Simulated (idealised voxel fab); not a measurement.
The name of this process module is voxel capacitor over wiring.
The cross-section shown here is cut; it is 155 nm wide and divided into square cells measuring 5 nm on a side.
Cross-section spec: square-cell grid; bands listed top down; each band is one or more rows. Top height, bottom height, nm. Materials left to right, width each, nm. Single material + "full width" = fills band edge to edge. "empty" = empty. We count height from 0. Below that, the starting wafer is all one material. The lowest band never ends at the bottom but goes on down; see "0 and below" for how that is written. Read "30 to 40" as a graded width: first number on top, second number at the bottom, same change between each pair of neighbouring rows. Key: "left unchanged" - step with no changed cell in the cross-section. "Sealed void list": sealed empty spaces, 8 cells or more, no open way to top, listed width x height at distance, with distance from the left edge and width, height and distance in nm. Past the settings on a step's line: simulator remark, on that step. Regarding "overlay nm": on a step with a mask, it is the distance the mask lay to the right of its planned place; a negative value places it to the left.

The process steps that were planned are listed below:
| 1 | RECEIVE, material Si |
| 2 | CONFORMAL_DEP, material SiO2, thk nm 15 |
| 3 | DIRECTIONAL_DEP, material TiN, thk nm 5 |
| 4 | DIRECTIONAL_DEP, material W, thk nm 15 |
| 5 | PATTERN, tone cover, mask id METAL_1, material resist, width nm 25, pitch nm 95, thk nm 20, overlay nm 0 |
| 6 | DIRECTIONAL_ETCH, etch materials W, depth nm 15 |
| 7 | DIRECTIONAL_ETCH, etch materials TiN, depth nm 5 |
| 8 | STRIP, etch materials resist |
| 9 | FILL_DEP, material lowk, thk nm 5 |
| 10 | CMP, height nm 35 |
| 11 | CONFORMAL_DEP, material SiCN, thk nm 5 |
| 12 | DIRECTIONAL_DEP, material SiO2, thk nm 20 |
| 13 | MASKED_ETCH, tone open, mask id PLUG_1, width nm 15, etch materials SiO2, depth nm 20, overlay nm 0 |
| 14 | MASKED_ETCH, tone open, mask id PLUG_1, width nm 15, etch materials SiCN, depth nm 5, overlay nm 0 |
| 15 | CONFORMAL_DEP, material TiN, thk nm 5 |
| 16 | FILL_DEP, material Cu, thk nm 5 |
| 17 | CMP, height nm 60 |
| 18 | DIRECTIONAL_DEP, material TiN, thk nm 10 |
| 19 | DIRECTIONAL_DEP, material SiN, thk nm 5 |
| 20 | DIRECTIONAL_DEP, material TiN, thk nm 10 |
| 21 | MASKED_ETCH, tone cover, mask id UPPER_PLATE, width nm 75, etch materials TiN, depth nm 10, overlay nm 0 |
| 22 | MASKED_ETCH, tone cover, mask id UPPER_PLATE, width nm 75, etch materials SiN, depth nm 5, overlay nm 0 |
| 23 | MASKED_ETCH, tone cover, mask id LOWER_PLATE, width nm 85, etch materials TiN, depth nm 10, overlay nm 0 |
| 24 | FILL_DEP, material SiO2, thk nm 15 |
| 25 | CMP, height nm 95 |
| 26 | PATTERN, tone open, mask id PLUG_2, material resist, width nm 15, thk nm 20, overlay nm 0 |
| 27 | DIRECTIONAL_ETCH, etch materials SiO2, depth nm 10 |
| 28 | STRIP, etch materials resist |
| 29 | CONFORMAL_DEP, material TiN, thk nm 5 |
| 30 | FILL_DEP, material Ru, thk nm 5 |
| 31 | CMP, height nm 95 |
| 32 | CONFORMAL_DEP, material SiCN, thk nm 5 |

Delivered wafer in cross-section: state after step 1:
0 and below  Si full width
Sealed void list: none

Run as planned - first of the two wafers cross-sectioned at the end of the module:
100 down to 95  SiCN full width
95 down to 90  35 of SiO2, then 5 of TiN, then 5 of Ru, then 5 of TiN, then 105 of SiO2
90 down to 85  35 of SiO2, then 15 of TiN, then 105 of SiO2
85 down to 75  25 of SiO2, then 75 of TiN, then 55 of SiO2
75 down to 70  25 of SiO2, then 75 of SiN, then 55 of SiO2
70 down to 60  20 of SiO2, then 85 of TiN, then 50 of SiO2
60 down to 40  25 of SiO2, then 5 of TiN, then 5 of Cu, then 5 of TiN, then 115 of SiO2
40 down to 35  25 of SiCN, then 15 of TiN, then 115 of SiCN
35 down to 20  15 of lowk, then 25 of W, then 70 of lowk, then 25 of W, then 20 of lowk
20 down to 15  15 of lowk, then 25 of TiN, then 70 of lowk, then 25 of TiN, then 20 of lowk
15 down to 0  SiO2 full width
0 and below  Si full width
Sealed void list: none

Cross-section, second wafer: same start as the first, same plan as the first, one mistake in running it; taken at the end of the module:
100 down to 95  SiCN full width
95 down to 90  35 of SiO2, then 5 of TiN, then 5 of Ru, then 5 of TiN, then 105 of SiO2
90 down to 85  35 of SiO2, then 15 of TiN, then 105 of SiO2
85 down to 75  25 of SiO2, then 75 of TiN, then 55 of SiO2
75 down to 70  25 of SiO2, then 75 of SiN, then 55 of SiO2
70 down to 60  20 of SiO2, then 85 of TiN, then 50 of SiO2
60 down to 40  25 of SiO2, then 5 of TiN, then 5 of Ru, then 5 of TiN, then 115 of SiO2
40 down to 35  25 of SiCN, then 15 of TiN, then 115 of SiCN
35 down to 20  15 of lowk, then 25 of W, then 70 of lowk, then 25 of W, then 20 of lowk
20 down to 15  15 of lowk, then 25 of TiN, then 70 of lowk, then 25 of TiN, then 20 of lowk
15 down to 0  SiO2 full width
0 and below  Si full width
Sealed void list: none
It is concluded that the wafer was processed incorrectly with respect to the plan, in that step 16 did not happen as planned, as run it was FILL_DEP, material Ru, thk nm 5
Final wafer comparison in cells, second versus first, more or fewer per material: 4 fewer of Cu, 4 more of Ru
